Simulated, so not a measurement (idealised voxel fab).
process module | voxel capacitor over wiring
cross-section cut | 295 nm wide | cells 5 nm
A cross-section is a grid of square cells, given in bands from the top down. A band is one or more rows of cells.
Each band's line starts with the height of the band's top and of its bottom, in nm. Then come its materials from left to right, each with its width in nm. One material with "throughout" fills the band from edge to edge. "air" is empty space.
Height 0 is the level under which the wafer as received is all one material. The lowest band goes on downwards, as in "0 down".
A width such as "30 to 40" changes by the same amount from each row of cells to the next, from the band's top row to its bottom row.
"no change" after a step means that no cell of the cross-section changed.
closed voids: empty space of 8 cells or more with no open way to the top, each as width x height at its distance from the left edge, in nm
after a step's settings: what the simulator itself notes on the step
overlay nm, on a step with a mask: how far to the right of its planned place the mask lay; to the left if negative
plan
1 op RECEIVE | material Si
2 op CONFORMAL_DEP | material SiO2 | thk nm 10
3 op DIRECTIONAL_DEP | material TiN | thk nm 5
4 op DIRECTIONAL_DEP | material W | thk nm 25
5 op MASKED_ETCH | tone cover | mask id METAL_1 | width nm 20 | pitch nm 80 | etch materials W | depth nm 25 | overlay nm 0
6 op MASKED_ETCH | tone cover | mask id METAL_1 | width nm 20 | pitch nm 80 | etch materials TiN | depth nm 5 | overlay nm 0
7 op FILL_DEP | material SiO2 | thk nm 5
8 op CMP | height nm 40
9 op CONFORMAL_DEP | material SiCN | thk nm 5
10 op DIRECTIONAL_DEP | material SiO2 | thk nm 15
11 op DIRECTIONAL_DEP | material aC | thk nm 10
12 op PATTERN | tone open | mask id PLUG_1 | material resist | width nm 15 | thk nm 25 | overlay nm 0
13 op DIRECTIONAL_ETCH | etch materials aC | depth nm 10
14 op STRIP | etch materials resist
15 op DIRECTIONAL_ETCH | etch materials SiO2 | depth nm 15
16 op DIRECTIONAL_ETCH | etch materials SiCN | depth nm 5
17 op STRIP | etch materials aC
18 op EPI | material Ru | thk nm 10
19 op EPI | material Ru | thk nm 10
20 op DIRECTIONAL_DEP | material TiN | thk nm 5
21 op DIRECTIONAL_DEP | material Al2O3 | thk nm 5
22 op DIRECTIONAL_DEP | material TiN | thk nm 10
23 op MASKED_ETCH | tone cover | mask id UPPER_PLATE | width nm 65 | etch materials TiN | depth nm 10 | overlay nm 0
24 op MASKED_ETCH | tone cover | mask id UPPER_PLATE | width nm 65 | etch materials Al2O3 | depth nm 5 | overlay nm 0
25 op PATTERN | tone cover | mask id LOWER_PLATE | material resist | width nm 75 | thk nm 15 | overlay nm 0
26 op DIRECTIONAL_ETCH | etch materials TiN | depth nm 5
27 op STRIP | etch materials resist
28 op FILL_DEP | material SiO2 | thk nm 20
29 op CMP | height nm 85
30 op DIRECTIONAL_DEP | material aC | thk nm 15
31 op PATTERN | tone open | mask id PLUG_2 | material resist | width nm 15 | thk nm 30 | overlay nm 0
32 op DIRECTIONAL_ETCH | etch materials aC | depth nm 15
33 op STRIP | etch materials resist
34 op DIRECTIONAL_ETCH | etch materials SiO2 | depth nm 15
35 op STRIP | etch materials aC
36 op CONFORMAL_DEP | material TiN | thk nm 5
37 op FILL_DEP | material Ru | thk nm 5
38 op CMP | height nm 95
39 op CONFORMAL_DEP | material SiCN | thk nm 5
varied across the wafers: height nm of step 29. The plan shows the first wafer's value. All wafers start alike
first wafer as received, after step 1
  0 down: Si throughout
  closed voids: none
each wafer at the end: cells of each material gained (+) or lost (-) since it was received, then its closed voids
height nm 85 | +13 Al2O3 | +72 Ru | +115 SiCN | +830 SiO2 | +110 TiN | +40 W | closed voids: none
height nm 90 | +13 Al2O3 | +14 Ru | +115 SiCN | +886 SiO2 | +112 TiN | +40 W | closed voids: none
height nm 95 | +13 Al2O3 | +14 Ru | +115 SiCN | +942 SiO2 | +56 TiN | +40 W | closed voids: none
height nm 100 | +13 Al2O3 | +13 Ru | +115 SiCN | +945 SiO2 | +54 TiN | +40 W | closed voids: none
